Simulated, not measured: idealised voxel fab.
process module | voxel gate over fins
cross-section cut | 280 nm wide | cells 5 nm
A cross-section is a grid of square cells, given in bands from the top down. A band is one or more rows of cells.
Each band's line starts with the height of the band's top and of its bottom, in nm. Then come its materials from left to right, each with its width in nm. One material with "throughout" fills the band from edge to edge. "air" is empty space.
Height 0 is the level under which the wafer as received is all one material. The lowest band goes on downwards, as in "0 down".
A width such as "30 to 40" changes by the same amount from each row of cells to the next, from the band's top row to its bottom row.
"no change" after a step means that no cell of the cross-section changed.
closed voids: empty space of 8 cells or more with no open way to the top, each as width x height at its distance from the left edge, in nm
after a step's settings: what the simulator itself notes on the step
overlay nm, on a step with a mask: how far to the right of its planned place the mask lay; to the left if negative
plan
1 op RECEIVE | material Si
2 op CONFORMAL_DEP | material SiN | thk nm 10
3 op DIRECTIONAL_DEP | material aC | thk nm 10
4 op PATTERN | tone cover | mask id FINS | material resist | width nm 15 | pitch nm 60 | thk nm 30 | overlay nm 0
5 op DIRECTIONAL_ETCH | etch materials aC | depth nm 10
6 op STRIP | etch materials resist
7 op DIRECTIONAL_ETCH | etch materials SiN | depth nm 10
8 op DIRECTIONAL_ETCH | etch materials Si | depth nm 35
9 op STRIP | etch materials aC
10 op FILL_DEP | material SiO2 | thk nm 15
11 op CMP | height nm 10
12 op DIRECTIONAL_DEP | material aC | thk nm 10
13 op PATTERN | tone open | mask id RAIL | material resist | width nm 15 | thk nm 25 | overlay nm 0
14 op DIRECTIONAL_ETCH | etch materials aC | depth nm 10
15 op STRIP | etch materials resist
16 op DIRECTIONAL_ETCH | etch materials SiO2 | depth nm 40
17 op STRIP | etch materials aC
18 op CONFORMAL_DEP | material TiN | thk nm 5
19 op FILL_DEP | material W | thk nm 5
20 op CMP | height nm 10
21 op SELECTIVE_ETCH | etch materials W Ru TiN | depth nm 30
22 op FILL_DEP | material SiO2 | thk nm 5
23 op CMP | height nm 10
24 op SELECTIVE_ETCH | etch materials SiO2 | depth nm 25
25 op STRIP | etch materials SiN
26 op CONFORMAL_DEP | material HfO2 | thk nm 5
27 op CONFORMAL_DEP | material TiN | thk nm 5
28 op CONFORMAL_DEP | material TiAl | thk nm 5
29 op CONFORMAL_DEP | material TiN | thk nm 5
30 op FILL_DEP | material W | thk nm 10
31 op CMP | height nm 25
32 op CONFORMAL_DEP | material SiCN | thk nm 10
as received, after step 1
  0 down: Si throughout
  closed voids: none
first wafer at the end, as planned
  35 to 25: SiCN throughout
  25 to 20: W throughout
  20 to 15: W 20 | TiN 55 | W 5 | TiN 55 | W 5 | TiN 55 | W 5 | TiN 55 | W 25
  15 to 10: W 20 | TiN 5 | TiAl 45 | TiN 5 | W 5 | TiN 5 | TiAl 45 | TiN 5 | W 5 | TiN 5 | TiAl 45 | TiN 5 | W 5 | TiN 5 | TiAl 45 | TiN 5 | W 25
  10 to 5: W 20 | TiN 5 | TiAl 5 | TiN 35 | TiAl 5 | TiN 5 | W 5 | TiN 5 | TiAl 5 | TiN 35 | TiAl 5 | TiN 5 | W 5 | TiN 5 | TiAl 5 | TiN 35 | TiAl 5 | TiN 5 | W 5 | TiN 5 | TiAl 5 | TiN 35 | TiAl 5 | TiN 5 | W 25
  5 to 0: TiN 25 | TiAl 5 | TiN 5 | HfO2 25 | TiN 5 | TiAl 5 | TiN 15 | TiAl 5 | TiN 5 | HfO2 25 | TiN 5 | TiAl 5 | TiN 15 | TiAl 5 | TiN 5 | HfO2 25 | TiN 5 | TiAl 5 | TiN 15 | TiAl 5 | TiN 5 | HfO2 25 | TiN 5 | TiAl 5 | TiN 30
  0 to -5: TiAl 30 | TiN 5 | HfO2 5 | Si 15 | HfO2 5 | TiN 5 | TiAl 25 | TiN 5 | HfO2 5 | Si 15 | HfO2 5 | TiN 5 | TiAl 25 | TiN 5 | HfO2 5 | Si 15 | HfO2 5 | TiN 5 | TiAl 25 | TiN 5 | HfO2 5 | Si 15 | HfO2 5 | TiN 5 | TiAl 35
  -5 to -10: TiN 35 | HfO2 5 | Si 15 | HfO2 5 | TiN 35 | HfO2 5 | Si 15 | HfO2 5 | TiN 35 | HfO2 5 | Si 15 | HfO2 5 | TiN 35 | HfO2 5 | Si 15 | HfO2 5 | TiN 40
  -10 to -15: HfO2 40 | Si 15 | HfO2 45 | Si 15 | HfO2 45 | Si 15 | HfO2 45 | Si 15 | HfO2 45
  -15 to -20: SiO2 40 | Si 15 | SiO2 45 | Si 15 | SiO2 45 | Si 15 | SiO2 45 | Si 15 | SiO2 45
  -20 to -25: SiO2 40 | Si 15 | SiO2 15 | TiN 5 | W 5 | TiN 5 | SiO2 15 | Si 15 | SiO2 45 | Si 15 | SiO2 45 | Si 15 | SiO2 45
  -25 to -30: SiO2 40 | Si 15 | SiO2 15 | TiN 15 | SiO2 15 | Si 15 | SiO2 45 | Si 15 | SiO2 45 | Si 15 | SiO2 45
  -30 to -35: SiO2 40 | Si 15 | SiO2 45 | Si 15 | SiO2 45 | Si 15 | SiO2 45 | Si 15 | SiO2 45
  -35 down: Si throughout
  closed voids: none
second wafer at the end: like start, like plan, one mistake
  35 to 25: SiCN throughout
  25 to 20: W throughout
  20 to 15: W 20 | TiN 55 | W 5 | TiN 55 | W 5 | TiN 55 | W 5 | TiN 55 | W 25
  15 to 10: W 20 | TiN 5 | TiAl 45 | TiN 5 | W 5 | TiN 5 | TiAl 45 | TiN 5 | W 5 | TiN 5 | TiAl 45 | TiN 5 | W 5 | TiN 5 | TiAl 45 | TiN 5 | W 25
  10 to 5: W 20 | TiN 5 | TiAl 5 | TiN 35 | TiAl 5 | TiN 5 | W 5 | TiN 5 | TiAl 5 | TiN 35 | TiAl 5 | TiN 5 | W 5 | TiN 5 | TiAl 5 | TiN 35 | TiAl 5 | TiN 5 | W 5 | TiN 5 | TiAl 5 | TiN 35 | TiAl 5 | TiN 5 | W 25
  5 to 0: TiN 25 | TiAl 5 | TiN 5 | HfO2 25 | TiN 5 | TiAl 5 | TiN 15 | TiAl 5 | TiN 5 | HfO2 25 | TiN 5 | TiAl 5 | TiN 15 | TiAl 5 | TiN 5 | HfO2 25 | TiN 5 | TiAl 5 | TiN 15 | TiAl 5 | TiN 5 | HfO2 25 | TiN 5 | TiAl 5 | TiN 30
  0 to -5: TiAl 30 | TiN 5 | HfO2 5 | Si 15 | HfO2 5 | TiN 5 | TiAl 25 | TiN 5 | HfO2 5 | Si 15 | HfO2 5 | TiN 5 | TiAl 25 | TiN 5 | HfO2 5 | Si 15 | HfO2 5 | TiN 5 | TiAl 25 | TiN 5 | HfO2 5 | Si 15 | HfO2 5 | TiN 5 | TiAl 35
  -5 to -10: TiN 35 | HfO2 5 | Si 15 | HfO2 5 | TiN 35 | HfO2 5 | Si 15 | HfO2 5 | TiN 35 | HfO2 5 | Si 15 | HfO2 5 | TiN 35 | HfO2 5 | Si 15 | HfO2 5 | TiN 40
  -10 to -15: HfO2 40 | Si 15 | HfO2 45 | Si 15 | HfO2 45 | Si 15 | HfO2 45 | Si 15 | HfO2 45
  -15 to -20: SiO2 40 | Si 15 | SiO2 45 | Si 15 | SiO2 45 | Si 15 | SiO2 45 | Si 15 | SiO2 45
  -20 to -25: W 35 | TiN 5 | Si 15 | TiN 5 | W 5 | TiN 5 | SiO2 15 | TiN 5 | W 5 | TiN 5 | Si 15 | TiN 5 | W 35 | TiN 5 | Si 15 | TiN 5 | W 35 | TiN 5 | Si 15 | TiN 5 | W 40
  -25 to -30: TiN 40 | Si 15 | TiN 15 | SiO2 15 | TiN 15 | Si 15 | TiN 45 | Si 15 | TiN 45 | Si 15 | TiN 45
  -30 to -35: SiO2 40 | Si 15 | SiO2 45 | Si 15 | SiO2 45 | Si 15 | SiO2 45 | Si 15 | SiO2 45
  -35 down: Si throughout
  closed voids: none
what went wrong: step 13 ran as: op PATTERN | tone cover | mask id RAIL | material resist | width nm 15 | thk nm 25 | overlay nm 0
at the end the second wafer has, in cells: 76 fewer of SiO2 | 46 more of TiN | 30 more of W
